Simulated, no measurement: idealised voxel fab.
The following is a process module called voxel self aligned contacts.
cross-section cut | 230 nm wide | cells 5 nm
Just so we're on the same page, the cross-sections are grids of square cells, and they're listed out in bands top to bottom, each band one or more rows deep. In this notation a band is specified by the heights of its top and bottom, in that order and in nm, after which its materials appear from left to right, each paired with its width in nm. The word "everywhere" attached to a single material means that material fills the band from edge to edge; the word "air" stands for empty space. It should be noted that heights are counted from 0, beneath which the wafer as supplied is of one material throughout, and that the lowest band possesses no lower boundary but continues downward, as written in "z 0 and below". The width entry "30 to 40" should be interpreted row by row: the top row of cells in the band takes the first number, the bottom row takes the second number, and the change between adjacent rows is uniform throughout. Step marked "all unchanged"? Then no cell in the cross-section changed in it. The entry "Closed empty spaces" lists the empty spaces that cover at least 8 cells and have no open path to the top. Each is written as width x height at distance, where the distance is measured from the left edge and all three values are in nm. Step line, after settings: the simulator's comment on this step. "overlay nm" answers the question of how far to the right of plan the mask lay on a step that has a mask, and when it is negative the answer is to the left. Each pair below shows a cross-section before one step and the cross-section after it, down to the lowest band that changed. The line under each pair gives the step between them, with its settings. The pairs can come from different runs of this module on the same starting wafer, so a pair continues from the pair above only where its "Before step" says so.
Before step
> z 0 and below | Si everywhere
> Closed empty spaces: none
Post-Process View
> z 0 to -5 | SiO2 everywhere
> Below -5 it's all the same as before, nothing changed down there.
> Closed empty spaces: none
Going from the before section above to the after section, the step was OXIDIZE with depth nm 5
Before step: look at the pair above, its after cross-section is where this step starts.
Post-Process View
> z 30 to 0 | polySi everywhere
> Below 0 it's all the same as before, nothing changed down there.
> Closed empty spaces: none
Going from the before section above to the after section, the step was DIRECTIONAL_DEP with material polySi, thk nm 30
Before step: look at the pair above, its after cross-section is where this step starts.
Post-Process View
> z 55 to 30 | SiN everywhere
> Below 30 it's all the same as before, nothing changed down there.
> Closed empty spaces: none
Going from the before section above to the after section, the step was DIRECTIONAL_DEP with material SiN, thk nm 25
Before step: look at the pair above, its after cross-section is where this step starts.
Post-Process View
> z 55 to 30 | air 15; SiN 35; air 45; SiN 35; air 45; SiN 35; air 20
> Below 30 it's all the same as before, nothing changed down there.
> Closed empty spaces: none
Going from the before section above to the after section, the step was MASKED_ETCH with tone cover, mask id GATE, width nm 35, pitch nm 80, etch materials SiN, depth nm 25, overlay nm 0
Before step: look at the pair above, its after cross-section is where this step starts.
Post-Process View
> z 55 to 30 | air 15; SiN 35; air 45; SiN 35; air 45; SiN 35; air 20
> z 30 to 0 | air 15; polySi 35; air 45; polySi 35; air 45; polySi 35; air 20
> Below 0 it's all the same as before, nothing changed down there.
> Closed empty spaces: none
Going from the before section above to the after section, the step was MASKED_ETCH with tone cover, mask id GATE, width nm 35, pitch nm 80, etch materials polySi, depth nm 30, overlay nm 0
Before step: look at the pair above, its after cross-section is where this step starts.
Post-Process View
> z 65 to 30 | air 5; SiN 55; air 25; SiN 55; air 25; SiN 55; air 10
> z 30 to 10 | air 5; SiN 10; polySi 35; SiN 10; air 25; SiN 10; polySi 35; SiN 10; air 25; SiN 10; polySi 35; SiN 10; air 10
> z 10 to 0 | SiN 15; polySi 35; SiN 45; polySi 35; SiN 45; polySi 35; SiN 20
> Below 0 it's all the same as before, nothing changed down there.
> Closed empty spaces: none
Going from the before section above to the after section, the step was CONFORMAL_DEP with material SiN, thk nm 10
Before step: look at the pair above, its after cross-section is where this step starts.
Post-Process View
> z 55 to 30 | air 5; SiN 55; air 25; SiN 55; air 25; SiN 55; air 10
> z 30 to 0 | air 5; SiN 10; polySi 35; SiN 10; air 25; SiN 10; polySi 35; SiN 10; air 25; SiN 10; polySi 35; SiN 10; air 10
> Below 0 it's all the same as before, nothing changed down there.
> Closed empty spaces: none
Going from the before section above to the after section, the step was DIRECTIONAL_ETCH with etch materials SiN, depth nm 10
Before step: look at the pair above, its after cross-section is where this step starts.
Post-Process View
> z 70 to 55 | SiO2 everywhere
> z 55 to 30 | SiO2 5; SiN 55; SiO2 25; SiN 55; SiO2 25; SiN 55; SiO2 10
> z 30 to 0 | SiO2 5; SiN 10; polySi 35; SiN 10; SiO2 25; SiN 10; polySi 35; SiN 10; SiO2 25; SiN 10; polySi 35; SiN 10; SiO2 10
> Below 0 it's all the same as before, nothing changed down there.
> Closed empty spaces: none
Going from the before section above to the after section, the step was FILL_DEP with material SiO2, thk nm 15
Before step: look at the pair above, its after cross-section is where this step starts.
Post-Process View
> z 65 to 55 | SiO2 everywhere
> Below 55 it's all the same as before, nothing changed down there.
> Closed empty spaces: none
Going from the before section above to the after section, the step was CMP with height nm 65
Before step: look at the pair above, its after cross-section is where this step starts.
Post-Process View
> z 80 to 65 | resist 40; air 65; resist 15; air 65; resist 45
> Below 65 it's all the same as before, nothing changed down there.
> Closed empty spaces: none
Going from the before section above to the after section, the step was PATTERN with tone open, mask id CONTACT, material resist, width nm 65, pitch nm 80, thk nm 15, overlay nm 0
Before step: look at the pair above, its after cross-section is where this step starts.
Post-Process View
> z 80 to 65 | resist 40; air 65; resist 15; air 65; resist 45
> z 65 to 55 | SiO2 40; air 65; SiO2 15; air 65; SiO2 45
> z 55 to 30 | SiO2 5; SiN 55; air 25; SiN 55; air 25; SiN 55; SiO2 10
> z 30 to 0 | SiO2 5; SiN 10; polySi 35; SiN 10; air 25; SiN 10; polySi 35; SiN 10; air 25; SiN 10; polySi 35; SiN 10; SiO2 10
> z 0 to -5 | SiO2 60; air 25; SiO2 55; air 25; SiO2 65
> Below -5 it's all the same as before, nothing changed down there.
> Closed empty spaces: none
Going from the before section above to the after section, the step was DIRECTIONAL_ETCH with etch materials SiO2, depth nm 70
Before step: look at the pair above, its after cross-section is where this step starts.
Post-Process View
> z 65 to 55 | SiO2 40; air 65; SiO2 15; air 65; SiO2 45
> Below 55 it's all the same as before, nothing changed down there.
> Closed empty spaces: none
Going from the before section above to the after section, the step was STRIP with etch materials resist
Before step: look at the pair above, its after cross-section is where this step starts.
Post-Process View
> z 70 to 65 | TiN 45; air 55; TiN 25; air 55; TiN 50
> z 65 to 55 | SiO2 40; TiN 5 to 25; air 55 to 15; TiN 5 to 25; SiO2 15; TiN 5 to 25; air 55 to 15; TiN 5 to 25; SiO2 45
> z 55 to 30 | SiO2 5; SiN 55; TiN 5; air 15; TiN 5; SiN 55; TiN 5; air 15; TiN 5; SiN 55; SiO2 10
> z 30 to 0 | SiO2 5; SiN 10; polySi 35; SiN 10; TiN 5; air 15; TiN 5; SiN 10; polySi 35; SiN 10; TiN 5; air 15; TiN 5; SiN 10; polySi 35; SiN 10; SiO2 10
> z 0 to -5 | SiO2 60; TiN 25; SiO2 55; TiN 25; SiO2 65
> Below -5 it's all the same as before, nothing changed down there.
> Closed empty spaces: none
Going from the before section above to the after section, the step was CONFORMAL_DEP with material TiN, thk nm 5
Before step: look at the pair above, its after cross-section is where this step starts.
Post-Process View
> z 75 to 70 | Ru everywhere
> z 70 to 65 | TiN 45; Ru 55; TiN 25; Ru 55; TiN 50
> z 65 to 55 | SiO2 40; TiN 5 to 25; Ru 55 to 15; TiN 5 to 25; SiO2 15; TiN 5 to 25; Ru 55 to 15; TiN 5 to 25; SiO2 45
> z 55 to 30 | SiO2 5; SiN 55; TiN 5; Ru 15; TiN 5; SiN 55; TiN 5; Ru 15; TiN 5; SiN 55; SiO2 10
> z 30 to 0 | SiO2 5; SiN 10; polySi 35; SiN 10; TiN 5; Ru 15; TiN 5; SiN 10; polySi 35; SiN 10; TiN 5; Ru 15; TiN 5; SiN 10; polySi 35; SiN 10; SiO2 10
> Below 0 it's all the same as before, nothing changed down there.
> Closed empty spaces: none
Going from the before section above to the after section, the step was FILL_DEP with material Ru, thk nm 5
Before step: look at the pair above, its after cross-section is where this step starts.
Post-Process View
> z 65 to 55 | SiO2 40; TiN 5 to 25; Ru 55 to 15; TiN 5 to 25; SiO2 15; TiN 5 to 25; Ru 55 to 15; TiN 5 to 25; SiO2 45
> Below 55 it's all the same as before, nothing changed down there.
> Closed empty spaces: none
Going from the before section above to the after section, the step was CMP with height nm 65
Before step: look at the pair above, its after cross-section is where this step starts.
Post-Process View
> z 70 to 65 | SiCN everywhere
> Below 65 it's all the same as before, nothing changed down there.
> Closed empty spaces: none
Going from the before section above to the after section, the step was CONFORMAL_DEP with material SiCN, thk nm 5
Before step
> z 0 and below | Si everywhere
> Closed empty spaces: none
Post-Process View
> z 30 to 0 | polySi everywhere
> Below 0 it's all the same as before, nothing changed down there.
> Closed empty spaces: none
Going from the before section above to the after section, the step was DIRECTIONAL_DEP with material polySi, thk nm 30
Before step: look at the pair above, its after cross-section is where this step starts.
Post-Process View
> z 55 to 30 | SiN everywhere
> Below 30 it's all the same as before, nothing changed down there.
> Closed empty spaces: none
Going from the before section above to the after section, the step was DIRECTIONAL_DEP with material SiN, thk nm 25
Before step: look at the pair above, its after cross-section is where this step starts.
Post-Process View
> z 55 to 30 | air 15; SiN 35; air 45; SiN 35; air 45; SiN 35; air 20
> Below 30 it's all the same as before, nothing changed down there.
> Closed empty spaces: none
Going from the before section above to the after section, the step was MASKED_ETCH with tone cover, mask id GATE, width nm 35, pitch nm 80, etch materials SiN, depth nm 25, overlay nm 0
Before step: look at the pair above, its after cross-section is where this step starts.
Post-Process View
> z 55 to 30 | air 15; SiN 35; air 45; SiN 35; air 45; SiN 35; air 20
> z 30 to 0 | air 15; polySi 35; air 45; polySi 35; air 45; polySi 35; air 20
> Below 0 it's all the same as before, nothing changed down there.
> Closed empty spaces: none
Going from the before section above to the after section, the step was MASKED_ETCH with tone cover, mask id GATE, width nm 35, pitch nm 80, etch materials polySi, depth nm 30, overlay nm 0
Before step: look at the pair above, its after cross-section is where this step starts.
Post-Process View
> z 65 to 30 | air 5; SiN 55; air 25; SiN 55; air 25; SiN 55; air 10
> z 30 to 10 | air 5; SiN 10; polySi 35; SiN 10; air 25; SiN 10; polySi 35; SiN 10; air 25; SiN 10; polySi 35; SiN 10; air 10
> z 10 to 0 | SiN 15; polySi 35; SiN 45; polySi 35; SiN 45; polySi 35; SiN 20
> Below 0 it's all the same as before, nothing changed down there.
> Closed empty spaces: none
Going from the before section above to the after section, the step was CONFORMAL_DEP with material SiN, thk nm 10
Before step: look at the pair above, its after cross-section is where this step starts.
Post-Process View
> z 55 to 30 | air 5; SiN 55; air 25; SiN 55; air 25; SiN 55; air 10
> z 30 to 0 | air 5; SiN 10; polySi 35; SiN 10; air 25; SiN 10; polySi 35; SiN 10; air 25; SiN 10; polySi 35; SiN 10; air 10
> Below 0 it's all the same as before, nothing changed down there.
> Closed empty spaces: none
Going from the before section above to the after section, the step was DIRECTIONAL_ETCH with etch materials SiN, depth nm 10
Before step: look at the pair above, its after cross-section is where this step starts.
Post-Process View
> z 70 to 55 | SiO2 everywhere
> z 55 to 30 | SiO2 5; SiN 55; SiO2 25; SiN 55; SiO2 25; SiN 55; SiO2 10
> z 30 to 0 | SiO2 5; SiN 10; polySi 35; SiN 10; SiO2 25; SiN 10; polySi 35; SiN 10; SiO2 25; SiN 10; polySi 35; SiN 10; SiO2 10
> Below 0 it's all the same as before, nothing changed down there.
> Closed empty spaces: none
Going from the before section above to the after section, the step was FILL_DEP with material SiO2, thk nm 15
Before step: look at the pair above, its after cross-section is where this step starts.
Post-Process View
> z 65 to 55 | SiO2 everywhere
> Below 55 it's all the same as before, nothing changed down there.
> Closed empty spaces: none
Going from the before section above to the after section, the step was CMP with height nm 65
Before step: look at the pair above, its after cross-section is where this step starts.
Post-Process View
> z 80 to 65 | resist 40; air 65; resist 15; air 65; resist 45
> Below 65 it's all the same as before, nothing changed down there.
> Closed empty spaces: none
Going from the before section above to the after section, the step was PATTERN with tone open, mask id CONTACT, material resist, width nm 65, pitch nm 80, thk nm 15, overlay nm 0
Before step: look at the pair above, its after cross-section is where this step starts.
Post-Process View
> z 80 to 65 | resist 40; air 65; resist 15; air 65; resist 45
> z 65 to 55 | SiO2 40; air 65; SiO2 15; air 65; SiO2 45
> z 55 to 30 | SiO2 5; SiN 55; air 25; SiN 55; air 25; SiN 55; SiO2 10
> z 30 to 0 | SiO2 5; SiN 10; polySi 35; SiN 10; air 25; SiN 10; polySi 35; SiN 10; air 25; SiN 10; polySi 35; SiN 10; SiO2 10
> Below 0 it's all the same as before, nothing changed down there.
> Closed empty spaces: none
Going from the before section above to the after section, the step was DIRECTIONAL_ETCH with etch materials SiO2, depth nm 70
Before step: look at the pair above, its after cross-section is where this step starts.
Post-Process View
> z 65 to 55 | SiO2 40; air 65; SiO2 15; air 65; SiO2 45
> Below 55 it's all the same as before, nothing changed down there.
> Closed empty spaces: none
Going from the before section above to the after section, the step was STRIP with etch materials resist
Before step: look at the pair above, its after cross-section is where this step starts.
Post-Process View
> z 70 to 65 | TiN 45; air 55; TiN 25; air 55; TiN 50
> z 65 to 55 | SiO2 40; TiN 5 to 25; air 55 to 15; TiN 5 to 25; SiO2 15; TiN 5 to 25; air 55 to 15; TiN 5 to 25; SiO2 45
> z 55 to 30 | SiO2 5; SiN 55; TiN 5; air 15; TiN 5; SiN 55; TiN 5; air 15; TiN 5; SiN 55; SiO2 10
> z 30 to 5 | SiO2 5; SiN 10; polySi 35; SiN 10; TiN 5; air 15; TiN 5; SiN 10; polySi 35; SiN 10; TiN 5; air 15; TiN 5; SiN 10; polySi 35; SiN 10; SiO2 10
> z 5 to 0 | SiO2 5; SiN 10; polySi 35; SiN 10; TiN 25; SiN 10; polySi 35; SiN 10; TiN 25; SiN 10; polySi 35; SiN 10; SiO2 10
> Below 0 it's all the same as before, nothing changed down there.
> Closed empty spaces: none
Going from the before section above to the after section, the step was CONFORMAL_DEP with material TiN, thk nm 5
Before step: look at the pair above, its after cross-section is where this step starts.
Post-Process View
> z 75 to 70 | Ru everywhere
> z 70 to 65 | TiN 45; Ru 55; TiN 25; Ru 55; TiN 50
> z 65 to 55 | SiO2 40; TiN 5 to 25; Ru 55 to 15; TiN 5 to 25; SiO2 15; TiN 5 to 25; Ru 55 to 15; TiN 5 to 25; SiO2 45
> z 55 to 30 | SiO2 5; SiN 55; TiN 5; Ru 15; TiN 5; SiN 55; TiN 5; Ru 15; TiN 5; SiN 55; SiO2 10
> z 30 to 5 | SiO2 5; SiN 10; polySi 35; SiN 10; TiN 5; Ru 15; TiN 5; SiN 10; polySi 35; SiN 10; TiN 5; Ru 15; TiN 5; SiN 10; polySi 35; SiN 10; SiO2 10
> Below 5 it's all the same as before, nothing changed down there.
> Closed empty spaces: none
Going from the before section above to the after section, the step was FILL_DEP with material Ru, thk nm 5
Before step: look at the pair above, its after cross-section is where this step starts.
Post-Process View
> z 65 to 55 | SiO2 40; TiN 5 to 25; Ru 55 to 15; TiN 5 to 25; SiO2 15; TiN 5 to 25; Ru 55 to 15; TiN 5 to 25; SiO2 45
> Below 55 it's all the same as before, nothing changed down there.
> Closed empty spaces: none
Going from the before section above to the after section, the step was CMP with height nm 65
Before step: look at the pair above, its after cross-section is where this step starts.
Post-Process View
> z 70 to 65 | SiCN everywhere
> Below 65 it's all the same as before, nothing changed down there.
> Closed empty spaces: none
Going from the before section above to the after section, the step was CONFORMAL_DEP with material SiCN, thk nm 5
Before step
> z 30 to 0 | polySi everywhere
> z 0 to -5 | SiO2 everywhere
> z -5 and below | Si everywhere
> Closed empty spaces: none
Post-Process View
> z 60 to 0 | polySi everywhere
> Below 0 it's all the same as before, nothing changed down there.
> Closed empty spaces: none
Going from the before section above to the after section, the step was DIRECTIONAL_DEP with material polySi, thk nm 30
Before step: look at the pair above, its after cross-section is where this step starts.
Post-Process View
> z 85 to 60 | SiN everywhere
> Below 60 it's all the same as before, nothing changed down there.
> Closed empty spaces: none
Going from the before section above to the after section, the step was DIRECTIONAL_DEP with material SiN, thk nm 25
Before step: look at the pair above, its after cross-section is where this step starts.
Post-Process View
> z 85 to 60 | air 15; SiN 35; air 45; SiN 35; air 45; SiN 35; air 20
> Below 60 it's all the same as before, nothing changed down there.
> Closed empty spaces: none
Going from the before section above to the after section, the step was MASKED_ETCH with tone cover, mask id GATE, width nm 35, pitch nm 80, etch materials SiN, depth nm 25, overlay nm 0
Before step: look at the pair above, its after cross-section is where this step starts.
Post-Process View
> z 85 to 60 | air 15; SiN 35; air 45; SiN 35; air 45; SiN 35; air 20
> z 60 to 30 | air 15; polySi 35; air 45; polySi 35; air 45; polySi 35; air 20
> Below 30 it's all the same as before, nothing changed down there.
> Closed empty spaces: none
Going from the before section above to the after section, the step was MASKED_ETCH with tone cover, mask id GATE, width nm 35, pitch nm 80, etch materials polySi, depth nm 30, overlay nm 0
Before step: look at the pair above, its after cross-section is where this step starts.
Post-Process View
> z 95 to 60 | air 5; SiN 55; air 25; SiN 55; air 25; SiN 55; air 10
> z 60 to 40 | air 5; SiN 10; polySi 35; SiN 10; air 25; SiN 10; polySi 35; SiN 10; air 25; SiN 10; polySi 35; SiN 10; air 10
> z 40 to 30 | SiN 15; polySi 35; SiN 45; polySi 35; SiN 45; polySi 35; SiN 20
> Below 30 it's all the same as before, nothing changed down there.
> Closed empty spaces: none
Going from the before section above to the after section, the step was CONFORMAL_DEP with material SiN, thk nm 10
Before step: look at the pair above, its after cross-section is where this step starts.
Post-Process View
> z 85 to 60 | air 5; SiN 55; air 25; SiN 55; air 25; SiN 55; air 10
> z 60 to 30 | air 5; SiN 10; polySi 35; SiN 10; air 25; SiN 10; polySi 35; SiN 10; air 25; SiN 10; polySi 35; SiN 10; air 10
> Below 30 it's all the same as before, nothing changed down there.
> Closed empty spaces: none
Going from the before section above to the after section, the step was DIRECTIONAL_ETCH with etch materials SiN, depth nm 10
Before step: look at the pair above, its after cross-section is where this step starts.
Post-Process View
> z 100 to 85 | SiO2 everywhere
> z 85 to 60 | SiO2 5; SiN 55; SiO2 25; SiN 55; SiO2 25; SiN 55; SiO2 10
> z 60 to 30 | SiO2 5; SiN 10; polySi 35; SiN 10; SiO2 25; SiN 10; polySi 35; SiN 10; SiO2 25; SiN 10; polySi 35; SiN 10; SiO2 10
> Below 30 it's all the same as before, nothing changed down there.
> Closed empty spaces: none
Going from the before section above to the after section, the step was FILL_DEP with material SiO2, thk nm 15
Before step: look at the pair above, its after cross-section is where this step starts.
Post-Process View
> z 65 to 60 | SiO2 5; SiN 55; SiO2 25; SiN 55; SiO2 25; SiN 55; SiO2 10
> Below 60 it's all the same as before, nothing changed down there.
> Closed empty spaces: none
Going from the before section above to the after section, the step was CMP with height nm 65
Before step: look at the pair above, its after cross-section is where this step starts.
Post-Process View
> z 80 to 65 | resist 40; air 65; resist 15; air 65; resist 45
> Below 65 it's all the same as before, nothing changed down there.
> Closed empty spaces: none
Going from the before section above to the after section, the step was PATTERN with tone open, mask id CONTACT, material resist, width nm 65, pitch nm 80, thk nm 15, overlay nm 0
Before step: look at the pair above, its after cross-section is where this step starts.
Post-Process View
> z 80 to 65 | resist 40; air 65; resist 15; air 65; resist 45
> z 65 to 60 | SiO2 5; SiN 55; air 25; SiN 55; air 25; SiN 55; SiO2 10
> z 60 to 30 | SiO2 5; SiN 10; polySi 35; SiN 10; air 25; SiN 10; polySi 35; SiN 10; air 25; SiN 10; polySi 35; SiN 10; SiO2 10
> Below 30 it's all the same as before, nothing changed down there.
> Closed empty spaces: none
Going from the before section above to the after section, the step was DIRECTIONAL_ETCH with etch materials SiO2, depth nm 70
Before step: look at the pair above, its after cross-section is where this step starts.
Post-Process View
> z 65 to 60 | SiO2 5; SiN 55; air 25; SiN 55; air 25; SiN 55; SiO2 10
> Below 60 it's all the same as before, nothing changed down there.
> Closed empty spaces: none
Going from the before section above to the after section, the step was STRIP with etch materials resist
Before step: look at the pair above, its after cross-section is where this step starts.
Post-Process View
> z 70 to 65 | TiN 65; air 15; TiN 65; air 15; TiN 70
> z 65 to 60 | SiO2 5; SiN 55; TiN 5; air 15; TiN 5; SiN 55; TiN 5; air 15; TiN 5; SiN 55; SiO2 10
> z 60 to 35 | SiO2 5; SiN 10; polySi 35; SiN 10; TiN 5; air 15; TiN 5; SiN 10; polySi 35; SiN 10; TiN 5; air 15; TiN 5; SiN 10; polySi 35; SiN 10; SiO2 10
> z 35 to 30 | SiO2 5; SiN 10; polySi 35; SiN 10; TiN 25; SiN 10; polySi 35; SiN 10; TiN 25; SiN 10; polySi 35; SiN 10; SiO2 10
> Below 30 it's all the same as before, nothing changed down there.
> Closed empty spaces: none
Going from the before section above to the after section, the step was CONFORMAL_DEP with material TiN, thk nm 5
Before step: look at the pair above, its after cross-section is where this step starts.
Post-Process View
> z 75 to 70 | Ru everywhere
> z 70 to 65 | TiN 65; Ru 15; TiN 65; Ru 15; TiN 70
> z 65 to 60 | SiO2 5; SiN 55; TiN 5; Ru 15; TiN 5; SiN 55; TiN 5; Ru 15; TiN 5; SiN 55; SiO2 10
> z 60 to 35 | SiO2 5; SiN 10; polySi 35; SiN 10; TiN 5; Ru 15; TiN 5; SiN 10; polySi 35; SiN 10; TiN 5; Ru 15; TiN 5; SiN 10; polySi 35; SiN 10; SiO2 10
> Below 35 it's all the same as before, nothing changed down there.
> Closed empty spaces: none
Going from the before section above to the after section, the step was FILL_DEP with material Ru, thk nm 5
Before step: look at the pair above, its after cross-section is where this step starts.
Post-Process View
> z 65 to 60 | SiO2 5; SiN 55; TiN 5; Ru 15; TiN 5; SiN 55; TiN 5; Ru 15; TiN 5; SiN 55; SiO2 10
> Below 60 it's all the same as before, nothing changed down there.
> Closed empty spaces: none
Going from the before section above to the after section, the step was CMP with height nm 65
Before step: look at the pair above, its after cross-section is where this step starts.
Post-Process View
> z 70 to 65 | SiCN everywhere
> Below 65 it's all the same as before, nothing changed down there.
> Closed empty spaces: none
Going from the before section above to the after section, the step was CONFORMAL_DEP with material SiCN, thk nm 5
Before step
> z 55 to 30 | air 15; SiN 35; air 45; SiN 35; air 45; SiN 35; air 20
> z 30 to 0 | air 15; polySi 35; air 45; polySi 35; air 45; polySi 35; air 20
> z 0 to -5 | SiO2 everywhere
> z -5 and below | Si everywhere
> Closed empty spaces: none
Post-Process View
> z 45 to 30 | air 15; SiN 35; air 45; SiN 35; air 45; SiN 35; air 20
> Below 30 it's all the same as before, nothing changed down there.
> Closed empty spaces: none
Going from the before section above to the after section, the step was DIRECTIONAL_ETCH with etch materials SiN, depth nm 10
Before step: look at the pair above, its after cross-section is where this step starts.
Post-Process View
> z 55 to 30 | air 5; SiN 55; air 25; SiN 55; air 25; SiN 55; air 10
> z 30 to 10 | air 5; SiN 10; polySi 35; SiN 10; air 25; SiN 10; polySi 35; SiN 10; air 25; SiN 10; polySi 35; SiN 10; air 10
> z 10 to 0 | SiN 15; polySi 35; SiN 45; polySi 35; SiN 45; polySi 35; SiN 20
> Below 0 it's all the same as before, nothing changed down there.
> Closed empty spaces: none
Going from the before section above to the after section, the step was CONFORMAL_DEP with material SiN, thk nm 10
Before step: look at the pair above, its after cross-section is where this step starts.
Post-Process View
> z 70 to 55 | SiO2 everywhere
> z 55 to 30 | SiO2 5; SiN 55; SiO2 25; SiN 55; SiO2 25; SiN 55; SiO2 10
> z 30 to 10 | SiO2 5; SiN 10; polySi 35; SiN 10; SiO2 25; SiN 10; polySi 35; SiN 10; SiO2 25; SiN 10; polySi 35; SiN 10; SiO2 10
> Below 10 it's all the same as before, nothing changed down there.
> Closed empty spaces: none
Going from the before section above to the after section, the step was FILL_DEP with material SiO2, thk nm 15
Before step: look at the pair above, its after cross-section is where this step starts.
Post-Process View
> z 65 to 55 | SiO2 everywhere
> Below 55 it's all the same as before, nothing changed down there.
> Closed empty spaces: none
Going from the before section above to the after section, the step was CMP with height nm 65
Before step: look at the pair above, its after cross-section is where this step starts.
Post-Process View
> z 80 to 65 | resist 40; air 65; resist 15; air 65; resist 45
> Below 65 it's all the same as before, nothing changed down there.
> Closed empty spaces: none
Going from the before section above to the after section, the step was PATTERN with tone open, mask id CONTACT, material resist, width nm 65, pitch nm 80, thk nm 15, overlay nm 0
Before step: look at the pair above, its after cross-section is where this step starts.
Post-Process View
> z 80 to 65 | resist 40; air 65; resist 15; air 65; resist 45
> z 65 to 55 | SiO2 40; air 65; SiO2 15; air 65; SiO2 45
> z 55 to 30 | SiO2 5; SiN 55; air 25; SiN 55; air 25; SiN 55; SiO2 10
> z 30 to 10 | SiO2 5; SiN 10; polySi 35; SiN 10; air 25; SiN 10; polySi 35; SiN 10; air 25; SiN 10; polySi 35; SiN 10; SiO2 10
> Below 10 it's all the same as before, nothing changed down there.
> Closed empty spaces: none
Going from the before section above to the after section, the step was DIRECTIONAL_ETCH with etch materials SiO2, depth nm 70
Before step: look at the pair above, its after cross-section is where this step starts.
Post-Process View
> z 65 to 55 | SiO2 40; air 65; SiO2 15; air 65; SiO2 45
> Below 55 it's all the same as before, nothing changed down there.
> Closed empty spaces: none
Going from the before section above to the after section, the step was STRIP with etch materials resist
Before step: look at the pair above, its after cross-section is where this step starts.
Post-Process View
> z 70 to 65 | TiN 45; air 55; TiN 25; air 55; TiN 50
> z 65 to 55 | SiO2 40; TiN 5 to 25; air 55 to 15; TiN 5 to 25; SiO2 15; TiN 5 to 25; air 55 to 15; TiN 5 to 25; SiO2 45
> z 55 to 30 | SiO2 5; SiN 55; TiN 5; air 15; TiN 5; SiN 55; TiN 5; air 15; TiN 5; SiN 55; SiO2 10
> z 30 to 15 | SiO2 5; SiN 10; polySi 35; SiN 10; TiN 5; air 15; TiN 5; SiN 10; polySi 35; SiN 10; TiN 5; air 15; TiN 5; SiN 10; polySi 35; SiN 10; SiO2 10
> z 15 to 10 | SiO2 5; SiN 10; polySi 35; SiN 10; TiN 25; SiN 10; polySi 35; SiN 10; TiN 25; SiN 10; polySi 35; SiN 10; SiO2 10
> Below 10 it's all the same as before, nothing changed down there.
> Closed empty spaces: none
Going from the before section above to the after section, the step was CONFORMAL_DEP with material TiN, thk nm 5
Before step: look at the pair above, its after cross-section is where this step starts.
Post-Process View
> z 75 to 70 | Ru everywhere
> z 70 to 65 | TiN 45; Ru 55; TiN 25; Ru 55; TiN 50
> z 65 to 55 | SiO2 40; TiN 5 to 25; Ru 55 to 15; TiN 5 to 25; SiO2 15; TiN 5 to 25; Ru 55 to 15; TiN 5 to 25; SiO2 45
> z 55 to 30 | SiO2 5; SiN 55; TiN 5; Ru 15; TiN 5; SiN 55; TiN 5; Ru 15; TiN 5; SiN 55; SiO2 10
> z 30 to 15 | SiO2 5; SiN 10; polySi 35; SiN 10; TiN 5; Ru 15; TiN 5; SiN 10; polySi 35; SiN 10; TiN 5; Ru 15; TiN 5; SiN 10; polySi 35; SiN 10; SiO2 10
> Below 15 it's all the same as before, nothing changed down there.
> Closed empty spaces: none
Going from the before section above to the after section, the step was FILL_DEP with material Ru, thk nm 5
Before step: look at the pair above, its after cross-section is where this step starts.
Post-Process View
> z 65 to 55 | SiO2 40; TiN 5 to 25; Ru 55 to 15; TiN 5 to 25; SiO2 15; TiN 5 to 25; Ru 55 to 15; TiN 5 to 25; SiO2 45
> Below 55 it's all the same as before, nothing changed down there.
> Closed empty spaces: none
Going from the before section above to the after section, the step was CMP with height nm 65
Before step: look at the pair above, its after cross-section is where this step starts.
Post-Process View
> z 70 to 65 | SiCN everywhere
> Below 65 it's all the same as before, nothing changed down there.
> Closed empty spaces: none
Going from the before section above to the after section, the step was CONFORMAL_DEP with material SiCN, thk nm 5
Before step
> z 65 to 55 | SiO2 40; TiN 5 to 25; Ru 55 to 15; TiN 5 to 25; SiO2 15; TiN 5 to 25; Ru 55 to 15; TiN 5 to 25; SiO2 45
> z 55 to 30 | SiO2 5; SiN 55; TiN 5; Ru 15; TiN 5; SiN 55; TiN 5; Ru 15; TiN 5; SiN 55; SiO2 10
> z 30 to 0 | SiO2 5; SiN 10; polySi 35; SiN 10; TiN 5; Ru 15; TiN 5; SiN 10; polySi 35; SiN 10; TiN 5; Ru 15; TiN 5; SiN 10; polySi 35; SiN 10; SiO2 10
> z 0 to -5 | SiO2 60; TiN 25; SiO2 55; TiN 25; SiO2 65
> z -5 and below | Si everywhere
> Closed empty spaces: none
Post-Process View
> z 80 to 65 | SiCN everywhere
> Below 65 it's all the same as before, nothing changed down there.
> Closed empty spaces: none
Going from the before section above to the after section, the step was CONFORMAL_DEP with material SiCN, thk nm 15
Before step
> z 55 to 30 | SiN everywhere
> z 30 to 0 | polySi everywhere
> z 0 to -5 | SiO2 everywhere
> z -5 and below | Si everywhere
> Closed empty spaces: none
Post-Process View
> z 55 to 30 | air 20; SiN 30; air 50; SiN 30; air 50; SiN 30; air 20
> Below 30 it's all the same as before, nothing changed down there.
> Closed empty spaces: none
Going from the before section above to the after section, the step was MASKED_ETCH with tone cover, mask id GATE, width nm 30, pitch nm 80, etch materials SiN, depth nm 25, overlay nm 0
Before step: look at the pair above, its after cross-section is where this step starts.
Post-Process View
> z 55 to 30 | air 20; SiN 30; air 50; SiN 30; air 50; SiN 30; air 20
> z 30 to 0 | air 15; polySi 35; air 45; polySi 35; air 45; polySi 35; air 20
> Below 0 it's all the same as before, nothing changed down there.
> Closed empty spaces: none
Going from the before section above to the after section, the step was MASKED_ETCH with tone cover, mask id GATE, width nm 35, pitch nm 80, etch materials polySi, depth nm 30, overlay nm 0
Before step: look at the pair above, its after cross-section is where this step starts.
Post-Process View
> z 65 to 40 | air 10; SiN 50; air 30; SiN 50; air 30; SiN 50; air 10
> z 40 to 30 | air 5; SiN 55; air 25; SiN 55; air 25; SiN 55; air 10
> z 30 to 10 | air 5; SiN 10; polySi 35; SiN 10; air 25; SiN 10; polySi 35; SiN 10; air 25; SiN 10; polySi 35; SiN 10; air 10
> z 10 to 0 | SiN 15; polySi 35; SiN 45; polySi 35; SiN 45; polySi 35; SiN 20
> Below 0 it's all the same as before, nothing changed down there.
> Closed empty spaces: none
Going from the before section above to the after section, the step was CONFORMAL_DEP with material SiN, thk nm 10
Before step: look at the pair above, its after cross-section is where this step starts.
Post-Process View
> z 55 to 30 | air 10; SiN 50; air 30; SiN 50; air 30; SiN 50; air 10
> z 30 to 0 | air 5; SiN 10; polySi 35; SiN 10; air 25; SiN 10; polySi 35; SiN 10; air 25; SiN 10; polySi 35; SiN 10; air 10
> Below 0 it's all the same as before, nothing changed down there.
> Closed empty spaces: none
Going from the before section above to the after section, the step was DIRECTIONAL_ETCH with etch materials SiN, depth nm 10
